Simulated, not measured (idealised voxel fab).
This section sets out a process module, namely voxel transistor to metal.
In the cross-section labelled cut, the width is 295 nm and each square cell is 5 nm.
Cross-section format: a grid of square cells, given as bands from top to bottom; each band is one or more rows of cells.
What a band's entry tells you: where the top is and where the bottom is, as heights in nm, and after that what lies inside, material by material from left to right, each with its width in nm. Empty space is written as the word "blank", and a single material marked with the word "all across" occupies the band from edge to edge.
Note: height 0 marks the level under which the wafer is uniformly one material as received. Lowest band unbounded below, written "z 0 and below".
The expression "30 to 40" gives the width at the extremes of the band, the first number at its top row of cells and the second at its bottom row, with the width changing by equal amounts from each row to the next in between.
Where a step carries "everything unchanged", the cross-section came out of it unchanged, cell for cell.
"Internal closed voids" lists enclosed empty spaces (at least 8 cells, no open path upward to the top), each as width x height at distance from the left edge, in nm.
Step line, after settings: the simulator's comment on this step.
You can add "overlay nm" to a step's line. For a step with a mask, it describes how far the mask lay to the right of its planned position, and a negative number describes a lay to the left.
Steps in the process plan:
1) RECEIVE [material Si]
2) OXIDIZE [depth nm 5]
3) CONFORMAL_DEP [material SiN] [thk nm 15]
4) DIRECTIONAL_DEP [material aC] [thk nm 10]
5) PATTERN [tone cover] [mask id ACTIVE] [material resist] [width nm 95] [pitch nm 125] [thk nm 30] [overlay nm 0]
6) DIRECTIONAL_ETCH [etch materials aC] [depth nm 10]
7) STRIP [etch materials resist]
8) DIRECTIONAL_ETCH [etch materials SiN] [depth nm 15]
9) DIRECTIONAL_ETCH [etch materials SiO2] [depth nm 5]
10) DIRECTIONAL_ETCH [etch materials Si] [depth nm 30]
11) STRIP [etch materials aC]
12) OXIDIZE [depth nm 5]
13) FILL_DEP [material SiO2] [thk nm 10]
14) CMP [height nm 15]
15) SELECTIVE_ETCH [etch materials SiO2] [depth nm 10]
16) STRIP [etch materials SiN]
17) SELECTIVE_ETCH [etch materials SiO2] [depth nm 5]
18) OXIDIZE [depth nm 5]
19) DIRECTIONAL_DEP [material polySi] [thk nm 20]
20) DIRECTIONAL_DEP [material SiCN] [thk nm 10]
21) PATTERN [tone cover] [mask id GATE] [material resist] [width nm 15] [pitch nm 125] [thk nm 15] [overlay nm 0]
22) DIRECTIONAL_ETCH [etch materials SiCN] [depth nm 20]
23) DIRECTIONAL_ETCH [etch materials polySi] [depth nm 30]
24) STRIP [etch materials resist]
25) CONFORMAL_DEP [material SiN] [thk nm 5]
26) DIRECTIONAL_ETCH [etch materials SiN] [depth nm 5]
27) DIRECTIONAL_ETCH [etch materials SiO2] [depth nm 5]
28) DIRECTIONAL_ETCH [etch materials Si] [depth nm 10]
29) EPI [material SiGe] [thk nm 15]
30) FILL_DEP [material SiO2] [thk nm 5]
31) CMP [height nm 25]
32) DIRECTIONAL_DEP [material SiO2] [thk nm 15]
33) MASKED_ETCH [tone open] [mask id CONTACT] [width nm 25] [etch materials SiO2] [depth nm 45] [overlay nm 0]
34) CONFORMAL_DEP [material TiN] [thk nm 5]
35) FILL_DEP [material Ru] [thk nm 5]
36) CMP [height nm 40]
37) DIRECTIONAL_DEP [material TiN] [thk nm 5]
38) DIRECTIONAL_DEP [material Ru] [thk nm 15]
39) MASKED_ETCH [tone cover] [mask id METAL_1] [width nm 15] [etch materials Ru] [depth nm 15] [overlay nm 0]
40) MASKED_ETCH [tone cover] [mask id METAL_1] [width nm 15] [etch materials TiN] [depth nm 5] [overlay nm 0]
41) CONFORMAL_DEP [material SiCN] [thk nm 5]
42) FILL_DEP [material lowk] [thk nm 10]
43) CMP [height nm 60]
44) CONFORMAL_DEP [material SiN] [thk nm 5]
Here's what the wafer looked like in cross-section when it arrived - that's after step 1:
  z 0 and below = Si all across
  Internal closed voids: none
Module complete, cross-section. Starting point and plan per above. One mistake made in running the module:
  z 65 to 60 = SiN all across
  z 60 to 50 = Ru: 45; SiCN: 5; lowk: 5; SiCN: 5; Ru: 45; SiCN: 5; lowk: 5; SiCN: 5; Ru: 50; SiCN: 5; lowk: 5; SiCN: 5; Ru: 45; SiCN: 5; lowk: 5; SiCN: 5; Ru: 50
  z 50 to 45 = Ru: 45; SiCN: 15; Ru: 45; SiCN: 15; Ru: 50; SiCN: 15; Ru: 45; SiCN: 15; Ru: 50
  z 45 to 40 = TiN all across
  z 40 to 25 = SiO2: 45; TiN: 5; Ru: 15; TiN: 5; SiO2: 25; TiN: 5; Ru: 15; TiN: 5; SiO2: 50; TiN: 5; Ru: 15; TiN: 5; SiO2: 25; TiN: 5; Ru: 15; TiN: 5; SiO2: 50
  z 25 to 15 = SiO2: 45; TiN: 5; Ru: 15; TiN: 5; SiN: 5; SiCN: 15; SiN: 5; TiN: 5; Ru: 15; TiN: 5; SiO2: 50; TiN: 5; Ru: 15; TiN: 5; SiN: 5; SiCN: 15; SiN: 5; TiN: 5; Ru: 15; TiN: 5; SiO2: 50
  z 15 to 10 = SiO2: 45; TiN: 5; Ru: 15; TiN: 5; SiN: 5; polySi: 15; SiN: 5; TiN: 5; Ru: 15; TiN: 5; SiO2: 50; TiN: 5; Ru: 15; TiN: 5; SiN: 5; polySi: 15; SiN: 5; TiN: 5; Ru: 15; TiN: 5; SiO2: 50
  z 10 to 5 = SiO2: 45; TiN: 25; SiN: 5; polySi: 15; SiN: 5; TiN: 25; SiO2: 50; TiN: 25; SiN: 5; polySi: 15; SiN: 5; TiN: 25; SiO2: 50
  z 5 to 0 = SiO2: 45; TiN: 10; SiGe: 15; SiN: 5; polySi: 15; SiN: 5; SiGe: 15; TiN: 10; SiO2: 50; TiN: 10; SiGe: 15; SiN: 5; polySi: 15; SiN: 5; SiGe: 15; TiN: 10; SiO2: 50
  z 0 to -5 = SiO2: 30; SiN: 5; SiO2: 10; TiN: 10; SiGe: 15; SiN: 5; polySi: 15; SiN: 5; SiGe: 15; TiN: 10; SiO2: 10; SiN: 5; SiO2: 20; SiN: 5; SiO2: 10; TiN: 10; SiGe: 15; SiN: 5; polySi: 15; SiN: 5; SiGe: 15; TiN: 10; SiO2: 10; SiN: 5; SiO2: 35
  z -5 to -10 = SiO2: 35; SiGe: 35; SiO2: 25; SiGe: 35; SiO2: 30; SiGe: 35; SiO2: 25; SiGe: 35; SiO2: 40
  z -10 to -20 = SiO2: 40; SiGe: 30; Si: 25; SiGe: 30; SiO2: 40; SiGe: 30; Si: 25; SiGe: 30; SiO2: 45
  z -20 to -40 = SiO2: 40; Si: 85; SiO2: 40; Si: 85; SiO2: 45
  z -40 and below = Si all across
  Internal closed voids: none
Which mistake was made when the wafer was run? step 39 was processed under conditions differing from the plan, specifically as MASKED_ETCH [tone open] [mask id METAL_1] [width nm 15] [etch materials Ru] [depth nm 15] [overlay nm 0]
